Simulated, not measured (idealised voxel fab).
Module name: voxel gate over fins (process module)
Cross-sectional view cut (width: 170 nm; square cell size: 5 nm).
Notation: cross-section as square-cell grid; stated in bands, top first, going down; one or more cell rows per band. The entry gives the band's vertical extent as a top height and a bottom height in nm, then its horizontal make-up as materials from left to right, each with a width in nm. "blank" stands for empty space; a single material marked "full width" fills the band edge to edge. It should be noted that heights are counted from 0, beneath which the wafer as supplied is of one material throughout, and that the lowest band possesses no lower boundary but continues downward, as written in "top 0, no bottom". Top row gets the first number, bottom row gets the second, and each row in between changes by the same step: that is how a band width like "30 to 40" works. The cross-section has no changed cell in any step marked "remained unchanged". In "Listed closed voids" the enclosed voids are listed, meaning empty spaces of 8 cells or larger without any opening to the top. The form is width x height at distance, distance from the left edge, units nm. What comes after the settings on a step's line is commentary from the simulator itself on that step. overlay nm: on a step with a mask, how far right of its planned place the mask lay; negative means left.

The process steps that were planned are listed below:
- 1: RECEIVE [material Si]
- 2: CONFORMAL_DEP [material SiN] [thk nm 10]
- 3: DIRECTIONAL_DEP [material aC] [thk nm 15]
- 4: PATTERN [tone cover] [mask id FINS] [material resist] [width nm 15] [pitch nm 45] [thk nm 30] [overlay nm 0]
- 5: DIRECTIONAL_ETCH [etch materials aC] [depth nm 15]
- 6: STRIP [etch materials resist]
- 7: DIRECTIONAL_ETCH [etch materials SiN] [depth nm 10]
- 8: DIRECTIONAL_ETCH [etch materials Si] [depth nm 40]
- 9: STRIP [etch materials aC]
- 10: FILL_DEP [material SiO2] [thk nm 10]
- 11: CMP [height nm 10]
- 12: SELECTIVE_ETCH [etch materials SiO2] [depth nm 25]
- 13: STRIP [etch materials SiN]
- 14: CONFORMAL_DEP [material HfO2] [thk nm 5]
- 15: CONFORMAL_DEP [material TiN] [thk nm 5]
- 16: CONFORMAL_DEP [material TiAl] [thk nm 5]
- 17: CONFORMAL_DEP [material TiN] [thk nm 5]
- 18: FILL_DEP [material W] [thk nm 15]
- 19: CMP [height nm 30]
- 20: CONFORMAL_DEP [material SiCN] [thk nm 10]
For clarity, it should be stated that the wafers under discussion commence in an identical condition and differ with respect to the width nm of step 4, the plan indicating the value that the first wafer had.

Received condition of the first of several wafers, sectioned: post-step 1:
* top 0, no bottom  Si full width
* Listed closed voids: none

Cross-section after step 20, the final step of the module, for the first of several wafers:
* top 40, bottom 30  SiCN full width
* top 30, bottom 20  W full width
* top 20, bottom 15  W=35 / TiN=100 / W=35
* top 15, bottom 10  W=35 / TiN=5 / TiAl=90 / TiN=5 / W=35
* top 10, bottom 5  W=35 / TiN=5 / TiAl=5 / TiN=35 / TiAl=10 / TiN=35 / TiAl=5 / TiN=5 / W=35
* top 5, bottom 0  TiN=40 / TiAl=5 / TiN=5 / HfO2=25 / TiN=5 / TiAl=10 / TiN=5 / HfO2=25 / TiN=5 / TiAl=5 / TiN=40
* top 0, bottom -5  TiAl=45 / TiN=5 / HfO2=5 / Si=15 / HfO2=5 / TiN=5 / TiAl=10 / TiN=5 / HfO2=5 / Si=15 / HfO2=5 / TiN=5 / TiAl=45
* top -5, bottom -10  TiN=50 / HfO2=5 / Si=15 / HfO2=5 / TiN=20 / HfO2=5 / Si=15 / HfO2=5 / TiN=50
* top -10, bottom -15  HfO2=55 / Si=15 / HfO2=30 / Si=15 / HfO2=55
* top -15, bottom -40  SiO2=55 / Si=15 / SiO2=30 / Si=15 / SiO2=55
* top -40, no bottom  Si full width
* Listed closed voids: none

Last wafer of the set, cross-sectioned at end of module:
* top 40, bottom 30  SiCN full width
* top 30, bottom 20  W full width
* top 20, bottom 15  W=30 / TiN=115 / W=25
* top 15, bottom 10  W=30 / TiN=5 / TiAl=105 / TiN=5 / W=25
* top 10, bottom 5  W=30 / TiN=5 / TiAl=5 / TiN=95 / TiAl=5 / TiN=5 / W=25
* top 5, bottom 0  TiN=35 / TiAl=5 / TiN=5 / HfO2=40 / TiN=5 / HfO2=40 / TiN=5 / TiAl=5 / TiN=30
* top 0, bottom -5  TiAl=40 / TiN=5 / HfO2=5 / Si=30 / HfO2=5 / TiN=5 / HfO2=5 / Si=30 / HfO2=5 / TiN=5 / TiAl=35
* top -5, bottom -10  TiN=45 / HfO2=5 / Si=30 / HfO2=5 / TiN=5 / HfO2=5 / Si=30 / HfO2=5 / TiN=40
* top -10, bottom -15  HfO2=50 / Si=30 / HfO2=15 / Si=30 / HfO2=45
* top -15, bottom -40  SiO2=50 / Si=30 / SiO2=15 / Si=30 / SiO2=45
* top -40, no bottom  Si full width
* Listed closed voids: none

The following table contains a row per wafer, in which are reported, at the conclusion of the module, the cells of each material gained (+) or lost (-) since the wafer's receipt, with its closed voids given thereafter:
width nm 15, +46 HfO2, -224 Si, +68 SiCN, +140 SiO2, +46 TiAl, +86 TiN, +110 W, Listed closed voids: none
width nm 20, +46 HfO2, -208 Si, +68 SiCN, +130 SiO2, +43 TiAl, +86 TiN, +107 W, Listed closed voids: none
width nm 25, +46 HfO2, -192 Si, +68 SiCN, +120 SiO2, +40 TiAl, +86 TiN, +104 W, Listed closed voids: none
width nm 30, +46 HfO2, -176 Si, +68 SiCN, +110 SiO2, +40 TiAl, +83 TiN, +101 W, Listed closed voids: none
